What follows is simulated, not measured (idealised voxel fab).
Process module name: voxel released beams
Square cells of 5 nm make up the cross-section cut, whose width is 280 nm.
A cross-section is a grid of square cells, given in bands from the top down. A band is one or more rows of cells.
In this notation a band is specified by the heights of its top and bottom, in that order and in nm, after which its materials appear from left to right, each paired with its width in nm. The word "throughout" attached to a single material means that material fills the band from edge to edge; the word "air" stands for empty space.
Where do heights start? At 0: under that level the wafer as delivered is made of one material only. And the lowest band has no floor; it just carries on downward, as in "0 -> down".
Top row gets the first number, bottom row gets the second, and each row in between changes by the same step: that is how a band width like "30 to 40" works.
A step reported as "no alterations made" is a step in which no cell of the cross-section changed.
So "Catalogued sealed voids" is basically the list of trapped voids: any empty space of 8 cells or more that can't reach the top through an opening. They're written width x height at distance, the distance being from the left edge, and it's all nm.
That trailing text on a step's line, after the settings, is the simulator's own remark on the step.
On any step carrying a mask, the "overlay nm" setting, if present on the step's line, tells how far right of its planned place the mask lay; negative values point to the left.
-- List of planned process steps
| 1 | RECEIVE: material Si |
| 2 | CONFORMAL_DEP: material SiN, thk nm 10 |
| 3 | DIRECTIONAL_DEP: material SiO2, thk nm 15 |
| 4 | MASKED_ETCH: tone open, mask id ANCHOR, width nm 40, etch materials SiO2, depth nm 15, overlay nm 0 |
| 5 | CONFORMAL_DEP: material W, thk nm 15 |
| 6 | DIRECTIONAL_DEP: material aC, thk nm 10 |
| 7 | PATTERN: tone cover, mask id BEAM, material resist, width nm 120, thk nm 25, overlay nm 0 |
| 8 | DIRECTIONAL_ETCH: etch materials aC, depth nm 10 |
| 9 | STRIP: etch materials resist |
| 10 | DIRECTIONAL_ETCH: etch materials W, depth nm 15 |
| 11 | STRIP: etch materials aC |
| 12 | STRIP: etch materials SiO2 |
-- Cross-section of the wafer upon arrival, representing the state reached after step 1
  0 -> down | Si throughout
  Catalogued sealed voids: none
-- The first of two wafers, cross-sectioned at the end of the module, with the run proceeding as planned
  40 -> 25 | air 75 nm | W 20 nm | air 10 nm | W 90 nm | air 85 nm
  25 -> 10 | air 80 nm | W 40 nm | air 160 nm
  10 -> 0 | SiN throughout
  0 -> down | Si throughout
  Catalogued sealed voids: none
-- This is the second of the two wafers, cross-sectioned at the end of the module; it started exactly like the first and was given the same plan, but it was run with one mistake
  40 -> 25 | air 75 nm | W 120 nm | air 85 nm
  25 -> 10 | air 85 nm | W 30 nm | air 165 nm
  10 -> 0 | SiN throughout
  0 -> down | Si throughout
  Catalogued sealed voids: none
Deviation noted in wafer processing: planned and actual differ for step 4; actual: MASKED_ETCH: tone open, mask id ANCHOR, width nm 30, etch materials SiO2, depth nm 15, overlay nm 0
The two final wafers agree on how many cells each material fills and disagree on which cells those are.
